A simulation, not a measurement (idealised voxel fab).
The process module that follows is named voxel capacitor over wiring.
The figure presents cross-section cut, which has a width of 235 nm and is divided into square cells with an edge length of 5 nm.
A cross-section is written here as square cells arranged in a grid, and it is given in bands from the top down, each band taking up one or more rows of cells.
Band entry format. Leading values: height of top, height of bottom, nm. Remainder: materials in left-to-right order, each with its width in nm. Special words: "throughout" on a single material, which then fills the band edge to edge; "blank", empty space.
For the purposes of this specification, 0 denotes the height below which the wafer in its as-received condition is composed wholly of one material, and the lowermost band, lacking a lower limit, extends downward without end, as expressed in "0..down".
Per-row width for "30->40": begins at first number (top row of band), ends at second number (bottom row), increment between rows held constant.
Step note "left unchanged" = no cross-section cell changed.
Listed in "Closed void table": every empty space of 8 or more cells without an open way to the top. Form: width x height at distance, the distance being from the left edge, all in nm.
What comes after the settings on a step's line is commentary from the simulator itself on that step.
"overlay nm" answers the question of how far to the right of plan the mask lay on a step that has a mask, and when it is negative the answer is to the left.
### The planned process steps are enumerated hereunder
- 1: RECEIVE (material Si)
- 2: CONFORMAL_DEP (material SiO2; thk nm 15)
- 3: CONFORMAL_DEP (material SiN; thk nm 5)
- 4: DIRECTIONAL_DEP (material SiO2; thk nm 15)
- 5: DIRECTIONAL_DEP (material aC; thk nm 10)
- 6: PATTERN (tone open; mask id METAL_1; material resist; width nm 25; pitch nm 90; thk nm 30; overlay nm 0)
- 7: DIRECTIONAL_ETCH (etch materials aC; depth nm 10)
- 8: STRIP (etch materials resist)
- 9: DIRECTIONAL_ETCH (etch materials SiO2; depth nm 15)
- 10: DIRECTIONAL_ETCH (etch materials SiN; depth nm 5)
- 11: STRIP (etch materials aC)
- 12: CONFORMAL_DEP (material TiN; thk nm 5)
- 13: FILL_DEP (material Cu; thk nm 5)
- 14: CMP (height nm 35)
- 15: EPI (material Ru; thk nm 5)
- 16: FILL_DEP (material SiCN; thk nm 5)
- 17: DIRECTIONAL_DEP (material lowk; thk nm 15)
- 18: DIRECTIONAL_DEP (material aC; thk nm 10)
- 19: PATTERN (tone open; mask id PLUG_1; material resist; width nm 15; thk nm 30; overlay nm 0)
- 20: DIRECTIONAL_ETCH (etch materials aC; depth nm 10)
- 21: STRIP (etch materials resist)
- 22: DIRECTIONAL_ETCH (etch materials lowk; depth nm 15)
- 23: DIRECTIONAL_ETCH (etch materials SiCN; depth nm 5)
- 24: STRIP (etch materials aC)
- 25: EPI (material Ru; thk nm 10)
- 26: EPI (material Ru; thk nm 10)
- 27: DIRECTIONAL_DEP (material TiN; thk nm 5)
- 28: DIRECTIONAL_DEP (material Al2O3; thk nm 5)
- 29: DIRECTIONAL_DEP (material TiN; thk nm 10)
- 30: MASKED_ETCH (tone cover; mask id UPPER_PLATE; width nm 70; etch materials TiN; depth nm 10; overlay nm 0)
- 31: MASKED_ETCH (tone cover; mask id UPPER_PLATE; width nm 70; etch materials Al2O3; depth nm 5; overlay nm 0)
- 32: DIRECTIONAL_DEP (material aC; thk nm 15)
- 33: PATTERN (tone cover; mask id LOWER_PLATE; material resist; width nm 80; thk nm 35; overlay nm 0)
- 34: DIRECTIONAL_ETCH (etch materials aC; depth nm 15)
- 35: STRIP (etch materials resist)
- 36: DIRECTIONAL_ETCH (etch materials TiN; depth nm 5)
- 37: STRIP (etch materials aC)
- 38: FILL_DEP (material SiO2; thk nm 15)
- 39: CMP (height nm 90)
- 40: DIRECTIONAL_DEP (material aC; thk nm 15)
- 41: PATTERN (tone open; mask id PLUG_2; material resist; width nm 15; thk nm 35; overlay nm 0)
- 42: DIRECTIONAL_ETCH (etch materials aC; depth nm 15)
- 43: STRIP (etch materials resist)
- 44: DIRECTIONAL_ETCH (etch materials SiO2; depth nm 10)
- 45: STRIP (etch materials aC)
- 46: CONFORMAL_DEP (material TiN; thk nm 5)
- 47: FILL_DEP (material Ru; thk nm 5)
- 48: CMP (height nm 90)
- 49: CONFORMAL_DEP (material SiCN; thk nm 5)
### Of two wafers, the first: run according to plan
### The cross-section here shows the wafer as received, i.e. in its state after step 1
  0..down: Si throughout
  Closed void table: none
### Take a look at the wafer's cross-section after step 2
  15..0: SiO2 throughout
  Anything lower than 0 is untouched.
### Take a look at the wafer's cross-section after step 3
  20..15: SiN throughout
  Anything lower than 15 is untouched.
### Take a look at the wafer's cross-section after step 4
  35..20: SiO2 throughout
  Anything lower than 20 is untouched.
### Take a look at the wafer's cross-section after step 5
  45..35: aC throughout
  Anything lower than 35 is untouched.
### Take a look at the wafer's cross-section after step 6
  75..45: 60 resist, then 25 blank, then 65 resist, then 25 blank, then 60 resist
  Anything lower than 45 is untouched.
### Take a look at the wafer's cross-section after step 7
  65..45: 60 resist, then 25 blank, then 65 resist, then 25 blank, then 60 resist
  45..35: 60 aC, then 25 blank, then 65 aC, then 25 blank, then 60 aC
  Anything lower than 35 is untouched.
### Take a look at the wafer's cross-section after step 8
  45..35: 60 aC, then 25 blank, then 65 aC, then 25 blank, then 60 aC
  Anything lower than 35 is untouched.
### Take a look at the wafer's cross-section after step 9
  45..35: 60 aC, then 25 blank, then 65 aC, then 25 blank, then 60 aC
  35..20: 60 SiO2, then 25 blank, then 65 SiO2, then 25 blank, then 60 SiO2
  Anything lower than 20 is untouched.
### Take a look at the wafer's cross-section after step 10
  45..35: 60 aC, then 25 blank, then 65 aC, then 25 blank, then 60 aC
  35..20: 60 SiO2, then 25 blank, then 65 SiO2, then 25 blank, then 60 SiO2
  20..15: 60 SiN, then 25 blank, then 65 SiN, then 25 blank, then 60 SiN
  Anything lower than 15 is untouched.
### Take a look at the wafer's cross-section after step 11
  35..20: 60 SiO2, then 25 blank, then 65 SiO2, then 25 blank, then 60 SiO2
  Anything lower than 20 is untouched.
### Take a look at the wafer's cross-section after step 12
  40..35: 65 TiN, then 15 blank, then 75 TiN, then 15 blank, then 65 TiN
  35..20: 60 SiO2, then 5 TiN, then 15 blank, then 5 TiN, then 65 SiO2, then 5 TiN, then 15 blank, then 5 TiN, then 60 SiO2
  20..15: 60 SiN, then 25 TiN, then 65 SiN, then 25 TiN, then 60 SiN
  Anything lower than 15 is untouched.
### Take a look at the wafer's cross-section after step 13
  45..40: Cu throughout
  40..35: 65 TiN, then 15 Cu, then 75 TiN, then 15 Cu, then 65 TiN
  35..20: 60 SiO2, then 5 TiN, then 15 Cu, then 5 TiN, then 65 SiO2, then 5 TiN, then 15 Cu, then 5 TiN, then 60 SiO2
  Anything lower than 20 is untouched.
### Take a look at the wafer's cross-section after step 14
  35..20: 60 SiO2, then 5 TiN, then 15 Cu, then 5 TiN, then 65 SiO2, then 5 TiN, then 15 Cu, then 5 TiN, then 60 SiO2
  Anything lower than 20 is untouched.
### Take a look at the wafer's cross-section after step 15
  40..35: 55 blank, then 35 Ru, then 55 blank, then 35 Ru, then 55 blank
  Anything lower than 35 is untouched.
### Take a look at the wafer's cross-section after step 16
  45..40: SiCN throughout
  40..35: 55 SiCN, then 35 Ru, then 55 SiCN, then 35 Ru, then 55 SiCN
  Anything lower than 35 is untouched.
### Take a look at the wafer's cross-section after step 17
  60..45: lowk throughout
  Anything lower than 45 is untouched.
### Take a look at the wafer's cross-section after step 18
  70..60: aC throughout
  Anything lower than 60 is untouched.
### Take a look at the wafer's cross-section after step 19
  100..70: 70 resist, then 15 blank, then 150 resist
  Anything lower than 70 is untouched.
### Take a look at the wafer's cross-section after step 20
  90..70: 70 resist, then 15 blank, then 150 resist
  70..60: 70 aC, then 15 blank, then 150 aC
  Anything lower than 60 is untouched.
### Take a look at the wafer's cross-section after step 21
  70..60: 70 aC, then 15 blank, then 150 aC
  Anything lower than 60 is untouched.
### Take a look at the wafer's cross-section after step 22
  70..60: 70 aC, then 15 blank, then 150 aC
  60..45: 70 lowk, then 15 blank, then 150 lowk
  Anything lower than 45 is untouched.
### Take a look at the wafer's cross-section after step 23
  70..60: 70 aC, then 15 blank, then 150 aC
  60..45: 70 lowk, then 15 blank, then 150 lowk
  45..40: 70 SiCN, then 15 blank, then 150 SiCN
  Anything lower than 40 is untouched.
### Take a look at the wafer's cross-section after step 24
  60..45: 70 lowk, then 15 blank, then 150 lowk
  Anything lower than 45 is untouched.
### Take a look at the wafer's cross-section after step 25
  60..50: 70 lowk, then 15 blank, then 150 lowk
  50..45: 70 lowk, then 15 Ru, then 150 lowk
  45..40: 70 SiCN, then 15 Ru, then 150 SiCN
  Anything lower than 40 is untouched.
### Take a look at the wafer's cross-section after step 26
  60..45: 70 lowk, then 15 Ru, then 150 lowk
  Anything lower than 45 is untouched.
### Take a look at the wafer's cross-section after step 27
  65..60: TiN throughout
  Anything lower than 60 is untouched.
### Take a look at the wafer's cross-section after step 28
  70..65: Al2O3 throughout
  Anything lower than 65 is untouched.
### Take a look at the wafer's cross-section after step 29
  80..70: TiN throughout
  Anything lower than 70 is untouched.
### Take a look at the wafer's cross-section after step 30
  80..70: 70 blank, then 70 TiN, then 95 blank
  Anything lower than 70 is untouched.
### Take a look at the wafer's cross-section after step 31
  80..70: 70 blank, then 70 TiN, then 95 blank
  70..65: 70 blank, then 70 Al2O3, then 95 blank
  Anything lower than 65 is untouched.
### Take a look at the wafer's cross-section after step 32
  95..80: 70 blank, then 70 aC, then 95 blank
  80..70: 70 aC, then 70 TiN, then 95 aC
  70..65: 70 aC, then 70 Al2O3, then 95 aC
  Anything lower than 65 is untouched.
### Take a look at the wafer's cross-section after step 33
  130..95: 65 blank, then 80 resist, then 90 blank
  95..80: 65 blank, then 5 resist, then 70 aC, then 5 resist, then 90 blank
  Anything lower than 80 is untouched.
### Take a look at the wafer's cross-section after step 34
  115..95: 65 blank, then 80 resist, then 90 blank
  95..80: 65 blank, then 5 resist, then 70 aC, then 5 resist, then 90 blank
  80..70: 65 blank, then 5 aC, then 70 TiN, then 5 aC, then 90 blank
  70..65: 65 blank, then 5 aC, then 70 Al2O3, then 5 aC, then 90 blank
  Anything lower than 65 is untouched.
### Take a look at the wafer's cross-section after step 35
  95..80: 70 blank, then 70 aC, then 95 blank
  Anything lower than 80 is untouched.
### Take a look at the wafer's cross-section after step 36
  95..80: 70 blank, then 70 aC, then 95 blank
  80..70: 65 blank, then 5 aC, then 70 TiN, then 5 aC, then 90 blank
  70..65: 65 blank, then 5 aC, then 70 Al2O3, then 5 aC, then 90 blank
  65..60: 65 blank, then 80 TiN, then 90 blank
  Anything lower than 60 is untouched.
### Take a look at the wafer's cross-section after step 37
  80..70: 70 blank, then 70 TiN, then 95 blank
  70..65: 70 blank, then 70 Al2O3, then 95 blank
  Anything lower than 65 is untouched.
### Take a look at the wafer's cross-section after step 38
  95..80: SiO2 throughout
  80..70: 70 SiO2, then 70 TiN, then 95 SiO2
  70..65: 70 SiO2, then 70 Al2O3, then 95 SiO2
  65..60: 65 SiO2, then 80 TiN, then 90 SiO2
  Anything lower than 60 is untouched.
### Take a look at the wafer's cross-section after step 39
  90..80: SiO2 throughout
  Anything lower than 80 is untouched.
### Take a look at the wafer's cross-section after step 40
  105..90: aC throughout
  Anything lower than 90 is untouched.
### Take a look at the wafer's cross-section after step 41
  140..105: 80 resist, then 15 blank, then 140 resist
  Anything lower than 105 is untouched.
### Take a look at the wafer's cross-section after step 42
  125..105: 80 resist, then 15 blank, then 140 resist
  105..90: 80 aC, then 15 blank, then 140 aC
  Anything lower than 90 is untouched.
### Take a look at the wafer's cross-section after step 43
  105..90: 80 aC, then 15 blank, then 140 aC
  Anything lower than 90 is untouched.
### Take a look at the wafer's cross-section after step 44
  105..90: 80 aC, then 15 blank, then 140 aC
  90..80: 80 SiO2, then 15 blank, then 140 SiO2
  Anything lower than 80 is untouched.
### Take a look at the wafer's cross-section after step 45
  90..80: 80 SiO2, then 15 blank, then 140 SiO2
  Anything lower than 80 is untouched.
### Take a look at the wafer's cross-section after step 46
  95..90: 85 TiN, then 5 blank, then 145 TiN
  90..85: 80 SiO2, then 5 TiN, then 5 blank, then 5 TiN, then 140 SiO2
  85..80: 80 SiO2, then 15 TiN, then 140 SiO2
  Anything lower than 80 is untouched.
### Take a look at the wafer's cross-section after step 47
  100..95: Ru throughout
  95..90: 85 TiN, then 5 Ru, then 145 TiN
  90..85: 80 SiO2, then 5 TiN, then 5 Ru, then 5 TiN, then 140 SiO2
  Anything lower than 85 is untouched.
### Take a look at the wafer's cross-section after step 48
  90..85: 80 SiO2, then 5 TiN, then 5 Ru, then 5 TiN, then 140 SiO2
  Anything lower than 85 is untouched.
### Take a look at the wafer's cross-section after step 49
  95..90: SiCN throughout
  Anything lower than 90 is untouched.
### It is to be noted that the second wafer proceeded from the same initial state and according to the same plan as the first, although one mistake was committed in its execution; through step 15, inclusive, the two wafers share an identical history
Cross-sectional view of the second wafer at the intended end time of process step 16: left unchanged
### Cross-sectional view of the second wafer at the intended end time of process step 17
  55..50: 55 blank, then 35 lowk, then 55 blank, then 35 lowk, then 55 blank
  50..40: lowk throughout
  40..35: 55 lowk, then 35 Ru, then 55 lowk, then 35 Ru, then 55 lowk
  Anything lower than 35 is untouched.
### Cross-sectional view of the second wafer at the intended end time of process step 18
  65..60: 55 blank, then 35 aC, then 55 blank, then 35 aC, then 55 blank
  60..55: aC throughout
  55..50: 55 aC, then 35 lowk, then 55 aC, then 35 lowk, then 55 aC
  Anything lower than 50 is untouched.
### Cross-sectional view of the second wafer at the intended end time of process step 19
  95..65: 70 resist, then 15 blank, then 150 resist
  65..60: 55 resist, then 35 aC, then 55 resist, then 35 aC, then 55 resist
  Anything lower than 60 is untouched.
### Cross-sectional view of the second wafer at the intended end time of process step 20
  85..65: 70 resist, then 15 blank, then 150 resist
  65..60: 55 resist, then 15 aC, then 15 blank, then 5 aC, then 55 resist, then 35 aC, then 55 resist
  60..55: 70 aC, then 15 blank, then 150 aC
  Anything lower than 55 is untouched.
### Cross-sectional view of the second wafer at the intended end time of process step 21
  65..60: 55 blank, then 15 aC, then 15 blank, then 5 aC, then 55 blank, then 35 aC, then 55 blank
  Anything lower than 60 is untouched.
### Cross-sectional view of the second wafer at the intended end time of process step 22
  65..60: 55 blank, then 15 aC, then 15 blank, then 5 aC, then 55 blank, then 35 aC, then 55 blank
  60..55: 70 aC, then 15 blank, then 150 aC
  55..50: 55 aC, then 15 lowk, then 15 blank, then 5 lowk, then 55 aC, then 35 lowk, then 55 aC
  50..40: 70 lowk, then 15 blank, then 150 lowk
  Anything lower than 40 is untouched.
Cross-sectional view of the second wafer at the intended end time of process step 23: left unchanged
### Cross-sectional view of the second wafer at the intended end time of process step 24
  55..50: 55 blank, then 15 lowk, then 15 blank, then 5 lowk, then 55 blank, then 35 lowk, then 55 blank
  Anything lower than 50 is untouched.
### Cross-sectional view of the second wafer at the intended end time of process step 25
  55..50: 55 blank, then 15 lowk, then 15 blank, then 5 lowk, then 55 blank, then 35 lowk, then 55 blank
  50..40: 70 lowk, then 15 Ru, then 150 lowk
  Anything lower than 40 is untouched.
### Cross-sectional view of the second wafer at the intended end time of process step 26
  60..55: 65 blank, then 25 Ru, then 145 blank
  55..50: 55 blank, then 15 lowk, then 15 Ru, then 5 lowk, then 55 blank, then 35 lowk, then 55 blank
  Anything lower than 50 is untouched.
### Cross-sectional view of the second wafer at the intended end time of process step 27
  65..60: 65 blank, then 25 TiN, then 145 blank
  60..55: 55 blank, then 10 TiN, then 25 Ru, then 55 blank, then 35 TiN, then 55 blank
  55..50: 55 TiN, then 15 lowk, then 15 Ru, then 5 lowk, then 55 TiN, then 35 lowk, then 55 TiN
  Anything lower than 50 is untouched.
### Cross-sectional view of the second wafer at the intended end time of process step 28
  70..65: 65 blank, then 25 Al2O3, then 145 blank
  65..60: 55 blank, then 10 Al2O3, then 25 TiN, then 55 blank, then 35 Al2O3, then 55 blank
  60..55: 55 Al2O3, then 10 TiN, then 25 Ru, then 55 Al2O3, then 35 TiN, then 55 Al2O3
  Anything lower than 55 is untouched.
### Cross-sectional view of the second wafer at the intended end time of process step 29
  80..75: 65 blank, then 25 TiN, then 145 blank
  75..70: 55 blank, then 35 TiN, then 55 blank, then 35 TiN, then 55 blank
  70..65: 65 TiN, then 25 Al2O3, then 145 TiN
  65..60: 55 TiN, then 10 Al2O3, then 80 TiN, then 35 Al2O3, then 55 TiN
  Anything lower than 60 is untouched.
### Cross-sectional view of the second wafer at the intended end time of process step 30
  80..70: 70 blank, then 20 TiN, then 145 blank
  70..65: 65 blank, then 25 Al2O3, then 50 TiN, then 95 blank
  65..60: 55 blank, then 10 Al2O3, then 75 TiN, then 5 blank, then 35 Al2O3, then 55 blank
  Anything lower than 60 is untouched.
### Cross-sectional view of the second wafer at the intended end time of process step 31
  80..70: 70 blank, then 20 TiN, then 145 blank
  70..65: 70 blank, then 20 Al2O3, then 50 TiN, then 95 blank
  65..60: 65 blank, then 75 TiN, then 95 blank
  60..55: 55 blank, then 10 TiN, then 25 Ru, then 50 Al2O3, then 5 blank, then 35 TiN, then 55 blank
  Anything lower than 55 is untouched.
### Cross-sectional view of the second wafer at the intended end time of process step 32
  95..85: 70 blank, then 20 aC, then 145 blank
  85..80: 70 blank, then 70 aC, then 95 blank
  80..75: 65 blank, then 5 aC, then 20 TiN, then 50 aC, then 95 blank
  75..70: 55 blank, then 15 aC, then 20 TiN, then 50 aC, then 5 blank, then 35 aC, then 55 blank
  70..65: 70 aC, then 20 Al2O3, then 50 TiN, then 95 aC
  65..60: 65 aC, then 75 TiN, then 95 aC
  60..55: 55 aC, then 10 TiN, then 25 Ru, then 50 Al2O3, then 5 aC, then 35 TiN, then 55 aC
  Anything lower than 55 is untouched.
### Cross-sectional view of the second wafer at the intended end time of process step 33
  130..95: 65 blank, then 80 resist, then 90 blank
  95..85: 65 blank, then 5 resist, then 20 aC, then 55 resist, then 90 blank
  85..80: 65 blank, then 5 resist, then 70 aC, then 5 resist, then 90 blank
  80..75: 65 blank, then 5 aC, then 20 TiN, then 50 aC, then 5 resist, then 90 blank
  75..70: 55 blank, then 15 aC, then 20 TiN, then 50 aC, then 5 resist, then 35 aC, then 55 blank
  Anything lower than 70 is untouched.
### Cross-sectional view of the second wafer at the intended end time of process step 34
  115..95: 65 blank, then 80 resist, then 90 blank
  95..85: 65 blank, then 5 resist, then 20 aC, then 55 resist, then 90 blank
  85..80: 65 blank, then 5 resist, then 70 aC, then 5 resist, then 90 blank
  80..70: 65 blank, then 5 aC, then 20 TiN, then 50 aC, then 5 resist, then 90 blank
  70..65: 65 blank, then 5 aC, then 20 Al2O3, then 50 TiN, then 5 aC, then 90 blank
  65..60: 65 blank, then 75 TiN, then 5 aC, then 90 blank
  60..55: 55 blank, then 10 TiN, then 25 Ru, then 50 Al2O3, then 5 aC, then 35 TiN, then 55 blank
  Anything lower than 55 is untouched.
### Cross-sectional view of the second wafer at the intended end time of process step 35
  95..85: 70 blank, then 20 aC, then 145 blank
  85..80: 70 blank, then 70 aC, then 95 blank
  80..70: 65 blank, then 5 aC, then 20 TiN, then 50 aC, then 95 blank
  Anything lower than 70 is untouched.
### Cross-sectional view of the second wafer at the intended end time of process step 36
  95..85: 70 blank, then 20 aC, then 145 blank
  85..80: 70 blank, then 70 aC, then 95 blank
  80..70: 65 blank, then 5 aC, then 20 TiN, then 50 aC, then 95 blank
  70..65: 65 blank, then 5 aC, then 20 Al2O3, then 50 TiN, then 5 aC, then 90 blank
  65..60: 65 blank, then 75 TiN, then 5 aC, then 90 blank
  60..55: 65 blank, then 25 Ru, then 50 Al2O3, then 5 aC, then 90 blank
  55..50: 55 blank, then 15 lowk, then 15 Ru, then 5 lowk, then 55 TiN, then 35 lowk, then 55 blank
  Anything lower than 50 is untouched.
### Cross-sectional view of the second wafer at the intended end time of process step 37
  80..70: 70 blank, then 20 TiN, then 145 blank
  70..65: 70 blank, then 20 Al2O3, then 50 TiN, then 95 blank
  65..60: 65 blank, then 75 TiN, then 95 blank
  60..55: 65 blank, then 25 Ru, then 50 Al2O3, then 95 blank
  Anything lower than 55 is untouched.
### Cross-sectional view of the second wafer at the intended end time of process step 38
  95..80: SiO2 throughout
  80..70: 70 SiO2, then 20 TiN, then 145 SiO2
  70..65: 70 SiO2, then 20 Al2O3, then 50 TiN, then 95 SiO2
  65..60: 65 SiO2, then 75 TiN, then 95 SiO2
  60..55: 65 SiO2, then 25 Ru, then 50 Al2O3, then 95 SiO2
  55..50: 55 SiO2, then 15 lowk, then 15 Ru, then 5 lowk, then 55 TiN, then 35 lowk, then 55 SiO2
  Anything lower than 50 is untouched.
### Cross-sectional view of the second wafer at the intended end time of process step 39
  90..80: SiO2 throughout
  Anything lower than 80 is untouched.
### Cross-sectional view of the second wafer at the intended end time of process step 40
  105..90: aC throughout
  Anything lower than 90 is untouched.
### Cross-sectional view of the second wafer at the intended end time of process step 41
  140..105: 80 resist, then 15 blank, then 140 resist
  Anything lower than 105 is untouched.
### Cross-sectional view of the second wafer at the intended end time of process step 42
  125..105: 80 resist, then 15 blank, then 140 resist
  105..90: 80 aC, then 15 blank, then 140 aC
  Anything lower than 90 is untouched.
### Cross-sectional view of the second wafer at the intended end time of process step 43
  105..90: 80 aC, then 15 blank, then 140 aC
  Anything lower than 90 is untouched.
### Cross-sectional view of the second wafer at the intended end time of process step 44
  105..90: 80 aC, then 15 blank, then 140 aC
  90..80: 80 SiO2, then 15 blank, then 140 SiO2
  Anything lower than 80 is untouched.
### Cross-sectional view of the second wafer at the intended end time of process step 45
  90..80: 80 SiO2, then 15 blank, then 140 SiO2
  Anything lower than 80 is untouched.
### Cross-sectional view of the second wafer at the intended end time of process step 46
  95..90: 85 TiN, then 5 blank, then 145 TiN
  90..85: 80 SiO2, then 5 TiN, then 5 blank, then 5 TiN, then 140 SiO2
  85..80: 80 SiO2, then 15 TiN, then 140 SiO2
  Anything lower than 80 is untouched.
### Cross-sectional view of the second wafer at the intended end time of process step 47
  100..95: Ru throughout
  95..90: 85 TiN, then 5 Ru, then 145 TiN
  90..85: 80 SiO2, then 5 TiN, then 5 Ru, then 5 TiN, then 140 SiO2
  Anything lower than 85 is untouched.
### Cross-sectional view of the second wafer at the intended end time of process step 48
  90..85: 80 SiO2, then 5 TiN, then 5 Ru, then 5 TiN, then 140 SiO2
  Anything lower than 85 is untouched.
### Cross-sectional view of the second wafer at the intended end time of process step 49
  95..90: SiCN throughout
  Anything lower than 90 is untouched.
Short version of what went wrong: skipped: plan step 16 (never run)
End of process, cell counts, second wafer against first, materials with more or fewer: Ru: 2 more; SiCN: 77 fewer; SiO2: 75 more
